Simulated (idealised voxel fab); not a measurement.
Process module, titled voxel gate over fins
Square cells of 5 nm make up the cross-section cut, whose width is 150 nm.
Cross-section format: a grid of square cells, given as bands from top to bottom; each band is one or more rows of cells.
For a band, the entry starts with two heights in nm, that of the top and then that of the bottom, and carries on with the band's materials in order from left to right, each alongside its width in nm; the word "everywhere" beside a single material means it fills the band edge to edge, and "air" means empty space.
It should be noted that heights are counted from 0, beneath which the wafer as supplied is of one material throughout, and that the lowest band possesses no lower boundary but continues downward, as written in "0 and below".
A width such as "30..40" changes by the same amount from each row of cells to the next, from the band's top row to its bottom row.
What does "stayed the same" mean for a step? It means no cell of the cross-section changed in that step.
Entry "Non-vented voids". Content: empty spaces with no open connection to the top, size 8 cells or greater. Each: width x height at distance. Distance: from left edge. Unit: nm.
Note: text after step settings on the step line = simulator remark on that step.
"overlay nm" answers the question of how far to the right of plan the mask lay on a step that has a mask, and when it is negative the answer is to the left.
plan
| 1 | RECEIVE, material Si |
| 2 | CONFORMAL_DEP, material SiN, thk nm 10 |
| 3 | PATTERN, tone cover, mask id FINS, material resist, width nm 15, pitch nm 35, thk nm 15, overlay nm -15 |
| 4 | DIRECTIONAL_ETCH, etch materials SiN, depth nm 10 |
| 5 | DIRECTIONAL_ETCH, etch materials Si, depth nm 35 |
| 6 | STRIP, etch materials resist |
| 7 | OXIDIZE, depth nm 5 |
| 8 | FILL_DEP, material SiO2, thk nm 5 |
| 9 | CMP, height nm 10 |
| 10 | SELECTIVE_ETCH, etch materials SiO2, depth nm 25 |
| 11 | STRIP, etch materials SiN |
| 12 | CONFORMAL_DEP, material HfO2, thk nm 5 |
| 13 | CONFORMAL_DEP, material TiN, thk nm 5 |
| 14 | FILL_DEP, material W, thk nm 15 |
| 15 | CMP, height nm 20 |
| 16 | CONFORMAL_DEP, material SiCN, thk nm 10 |
Split variable: overlay nm, step 3. Plan value = first wafer. Wafers start alike.
Sectional view: first of several wafers, as received, after step 1
* 0 and below = Si everywhere
* Non-vented voids: none
Heads up, this table goes wafer by wafer. A row tells you, at the end of the module, how many cells of each material that wafer has put on (+) or dropped (-) since it was received, and then its closed voids
overlay nm -15; +42 HfO2; -224 Si; +60 SiCN; +140 SiO2; +42 TiN; +120 W; Non-vented voids: none
overlay nm -10; +42 HfO2; -224 Si; +60 SiCN; +140 SiO2; +42 TiN; +120 W; Non-vented voids: none
overlay nm -5; +42 HfO2; -224 Si; +60 SiCN; +140 SiO2; +42 TiN; +120 W; Non-vented voids: none
overlay nm 0; +42 HfO2; -224 Si; +60 SiCN; +140 SiO2; +42 TiN; +120 W; Non-vented voids: none
overlay nm 5; +42 HfO2; -224 Si; +60 SiCN; +140 SiO2; +42 TiN; +120 W; Non-vented voids: none
overlay nm 10; +42 HfO2; -224 Si; +60 SiCN; +140 SiO2; +42 TiN; +120 W; Non-vented voids: none
overlay nm 15; +42 HfO2; -224 Si; +60 SiCN; +140 SiO2; +42 TiN; +120 W; Non-vented voids: none
